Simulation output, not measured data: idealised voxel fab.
process module | voxel released beams
cross-section cut | 185 nm wide | cells 5 nm
A cross-section is a grid of square cells, given in bands from the top down. A band is one or more rows of cells.
Each band's line starts with the height of the band's top and of its bottom, in nm. Then come its materials from left to right, each with its width in nm. One material with "throughout" fills the band from edge to edge. "air" is empty space.
Height 0 is the level under which the wafer as received is all one material. The lowest band goes on downwards, as in "0 down".
A width such as "30 to 40" changes by the same amount from each row of cells to the next, from the band's top row to its bottom row.
"no change" after a step means that no cell of the cross-section changed.
closed voids: empty space of 8 cells or more with no open way to the top, each as width x height at its distance from the left edge, in nm
after a step's settings: what the simulator itself notes on the step
overlay nm, on a step with a mask: how far to the right of its planned place the mask lay; to the left if negative
plan
1 op RECEIVE | material Si
2 op CONFORMAL_DEP | material Al2O3 | thk nm 10
3 op DIRECTIONAL_DEP | material SiO2 | thk nm 20
4 op DIRECTIONAL_DEP | material aC | thk nm 10
5 op PATTERN | tone open | mask id ANCHOR | material resist | width nm 35 | thk nm 30 | overlay nm 0
6 op DIRECTIONAL_ETCH | etch materials aC | depth nm 10
7 op STRIP | etch materials resist
8 op DIRECTIONAL_ETCH | etch materials SiO2 | depth nm 20
9 op STRIP | etch materials aC
10 op CONFORMAL_DEP | material polySi | thk nm 15
11 op MASKED_ETCH | tone cover | mask id BEAM | width nm 110 | etch materials polySi | depth nm 15 | overlay nm 0
12 op STRIP | etch materials SiO2
varied across the wafers: width nm of step 5. The plan shows the first wafer's value. All wafers start alike
first wafer as received, after step 1
  0 down: Si throughout
  closed voids: none
each wafer at the end: cells of each material gained (+) or lost (-) since it was received, then its closed voids
width nm 35 | +74 Al2O3 | +90 polySi | closed voids: none
width nm 40 | +74 Al2O3 | +90 polySi | closed voids: none
width nm 45 | +74 Al2O3 | +90 polySi | closed voids: none
width nm 50 | +74 Al2O3 | +90 polySi | closed voids: none
width nm 55 | +74 Al2O3 | +90 polySi | closed voids: none
width nm 60 | +74 Al2O3 | +90 polySi | closed voids: none
